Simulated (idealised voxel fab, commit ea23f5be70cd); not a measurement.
process module | voxel fin reveal
cross-section cut | 275 nm wide | cells 5 nm
A cross-section is a grid of square cells, given in bands from the top down. A band is one or more rows of cells.
Each band's line starts with the height of the band's top and of its bottom, in nm. Then come its materials from left to right, each with its width in nm. One material with "throughout" fills the band from edge to edge. "air" is empty space.
Height 0 is the level under which the wafer as received is all one material. The lowest band goes on downwards, as in "0 down".
A width such as "30 to 40" changes by the same amount from each row of cells to the next, from the band's top row to its bottom row.
"no change" after a step means that no cell of the cross-section changed.
closed voids: empty space of 8 cells or more with no open way to the top, each as width x height at its distance from the left edge, in nm
after a step's settings: what the simulator itself notes on the step
overlay nm, on a step with a mask: how far to the right of its planned place the mask lay; to the left if negative
plan
1 op RECEIVE | material Si
2 op CONFORMAL_DEP | material SiN | thk nm 5
3 op MASKED_ETCH | tone cover | mask id FINS | width nm 15 | pitch nm 40 | etch materials SiN | depth nm 5 | overlay nm 0
4 op MASKED_ETCH | tone cover | mask id FINS | width nm 15 | pitch nm 40 | etch materials Si | depth nm 30 | overlay nm 0
5 op OXIDIZE | depth nm 5
6 op FILL_DEP | material SiO2 | thk nm 15
7 op CMP | height nm 5
8 op SELECTIVE_ETCH | etch materials SiO2 | depth nm 15
9 op STRIP | etch materials SiN
10 op CONFORMAL_DEP | material SiO2 | thk nm 5
first wafer, as planned
as received, after step 1
  0 down: Si throughout
  closed voids: none
after step 2
  5 to 0: SiN throughout
  below 0: unchanged
after step 3
  5 to 0: air 110 | SiN 15 | air 25 | SiN 15 | air 110
  below 0: unchanged
after step 4
  5 to 0: air 110 | SiN 15 | air 25 | SiN 15 | air 110
  0 to -30: air 110 | Si 15 | air 25 | Si 15 | air 110
  below -30: unchanged
after step 5
  5 to 0: air 110 | SiN 15 | air 25 | SiN 15 | air 110
  0 to -30: air 110 | SiO2 5 | Si 5 | SiO2 5 | air 25 | SiO2 5 | Si 5 | SiO2 5 | air 110
  -30 to -35: SiO2 115 | Si 5 | SiO2 35 | Si 5 | SiO2 115
  below -35: unchanged
after step 6
  20 to 5: SiO2 throughout
  5 to 0: SiO2 110 | SiN 15 | SiO2 25 | SiN 15 | SiO2 110
  0 to -35: SiO2 115 | Si 5 | SiO2 35 | Si 5 | SiO2 115
  below -35: unchanged
after step 7
  5 to 0: SiO2 110 | SiN 15 | SiO2 25 | SiN 15 | SiO2 110
  below 0: unchanged
after step 8
  5 to 0: air 110 | SiN 15 | air 25 | SiN 15 | air 110
  0 to -10: air 115 | Si 5 | air 35 | Si 5 | air 115
  below -10: unchanged
after step 9
  0 to -10: air 115 | Si 5 | air 35 | Si 5 | air 115
  below -10: unchanged
after step 10
  5 to 0: air 110 | SiO2 15 | air 25 | SiO2 15 | air 110
  0 to -5: air 110 | SiO2 5 | Si 5 | SiO2 5 | air 25 | SiO2 5 | Si 5 | SiO2 5 | air 110
  -5 to -35: SiO2 115 | Si 5 | SiO2 35 | Si 5 | SiO2 115
  below -35: unchanged
second wafer: like start, like plan, one mistake. Through step 7 it matches the first wafer
when step 8 should have ended
  5 to 0: air 110 | SiN 15 | air 25 | SiN 15 | air 110
  0 to -25: air 115 | Si 5 | air 35 | Si 5 | air 115
  below -25: unchanged
when step 9 should have ended
  0 to -25: air 115 | Si 5 | air 35 | Si 5 | air 115
  below -25: unchanged
when step 10 should have ended
  5 to 0: air 110 | SiO2 15 | air 25 | SiO2 15 | air 110
  0 to -20: air 110 | SiO2 5 | Si 5 | SiO2 5 | air 25 | SiO2 5 | Si 5 | SiO2 5 | air 110
  -20 to -35: SiO2 115 | Si 5 | SiO2 35 | Si 5 | SiO2 115
  below -35: unchanged
what went wrong: step 8 was run twice
at the end the second wafer has, in cells: 147 fewer of SiO2
